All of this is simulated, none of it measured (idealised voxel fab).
The process module presented herein is designated voxel fin reveal.
FYI the section here is cut, 190 nm wide, cells are 5 nm squares.
Just so we're on the same page, the cross-sections are grids of square cells, and they're listed out in bands top to bottom, each band one or more rows deep.
Within each band entry, the heights of the top and of the bottom of the band appear first, in that order and in nm; the materials of the band then follow from left to right, each with its corresponding width in nm. The designation "all across" on a single material indicates that it fills the band from edge to edge; the designation "empty" indicates empty space.
Heights are reckoned from 0. Under this level, the received wafer is all of one material. The bottommost band is open-ended downward, for example "0 nm and below".
Read "30->40" as a graded width: first number on top, second number at the bottom, same change between each pair of neighbouring rows.
For the purposes of this document, the phrase "nothing was modified" attached to a step denotes that no cell within the cross-section was modified by that step.
If an empty space has no open way to the top and is at least 8 cells in size, "Sealed voids" lists it, written width x height at distance, where distance is measured from the left edge and every value is in nm.
Heads up: the bit after the settings on a step's line is the simulator's remark on that step.
"overlay nm" answers the question of how far to the right of plan the mask lay on a step that has a mask, and when it is negative the answer is to the left.

LIST OF PLANNED PROCESS STEPS
| 1 | RECEIVE | material Si |
| 2 | CONFORMAL_DEP | material SiN | thk nm 5 |
| 3 | PATTERN | tone cover | mask id FINS | material resist | width nm 15 | pitch nm 45 | thk nm 20 | overlay nm 0 |
| 4 | DIRECTIONAL_ETCH | etch materials SiN | depth nm 5 |
| 5 | DIRECTIONAL_ETCH | etch materials Si | depth nm 35 |
| 6 | STRIP | etch materials resist |
| 7 | OXIDIZE | depth nm 5 |
| 8 | FILL_DEP | material SiO2 | thk nm 5 |
| 9 | CMP | height nm 5 |
| 10 | SELECTIVE_ETCH | etch materials SiO2 | depth nm 15 |
| 11 | STRIP | etch materials SiN |
| 12 | CONFORMAL_DEP | material SiO2 | thk nm 5 |
Variable across wafers: step 12 thk nm (plan value is that of the first wafer; starting state common to all).

RECEIVED WAFERS, FIRST OF SEVERAL: CROSS-SECTION AFTER STEP 1
* 0 nm and below: Si all across
* Sealed voids: none

MODULE FINISHED, LAST STEP 12 DONE: CROSS-SECTION OF THE FIRST OF SEVERAL WAFERS
* 5 nm to 0 nm: empty 20 nm / SiO2 15 nm / empty 30 nm / SiO2 15 nm / empty 30 nm / SiO2 15 nm / empty 30 nm / SiO2 15 nm / empty 20 nm
* 0 nm to -5 nm: empty 20 nm / SiO2 5 nm / Si 5 nm / SiO2 5 nm / empty 30 nm / SiO2 5 nm / Si 5 nm / SiO2 5 nm / empty 30 nm / SiO2 5 nm / Si 5 nm / SiO2 5 nm / empty 30 nm / SiO2 5 nm / Si 5 nm / SiO2 5 nm / empty 20 nm
* -5 nm to -40 nm: SiO2 25 nm / Si 5 nm / SiO2 40 nm / Si 5 nm / SiO2 40 nm / Si 5 nm / SiO2 40 nm / Si 5 nm / SiO2 25 nm
* -40 nm and below: Si all across
* Sealed voids: none

LAST-WAFER CROSS-SECTION AT THE END OF THE MODULE
* 20 nm to 10 nm: empty 5 nm / SiO2 180 nm / empty 5 nm
* 10 nm to 0 nm: SiO2 all across
* 0 nm to -40 nm: SiO2 25 nm / Si 5 nm / SiO2 40 nm / Si 5 nm / SiO2 40 nm / Si 5 nm / SiO2 40 nm / Si 5 nm / SiO2 25 nm
* -40 nm and below: Si all across
* Sealed voids: none

TAKE ANY ROW AND YOU HAVE A WAFER AT THE END OF THE MODULE: HOW MANY CELLS OF EACH MATERIAL IT HAS GAINED (+) OR LOST (-) SINCE IT WAS RECEIVED, AND THEN ITS CLOSED VOIDS
thk nm 5, -272 Si, +258 SiO2, Sealed voids: none
thk nm 10, -272 Si, +312 SiO2, Sealed voids: none
thk nm 15, -272 Si, +366 SiO2, Sealed voids: none
thk nm 20, -272 Si, +420 SiO2, Sealed voids: none
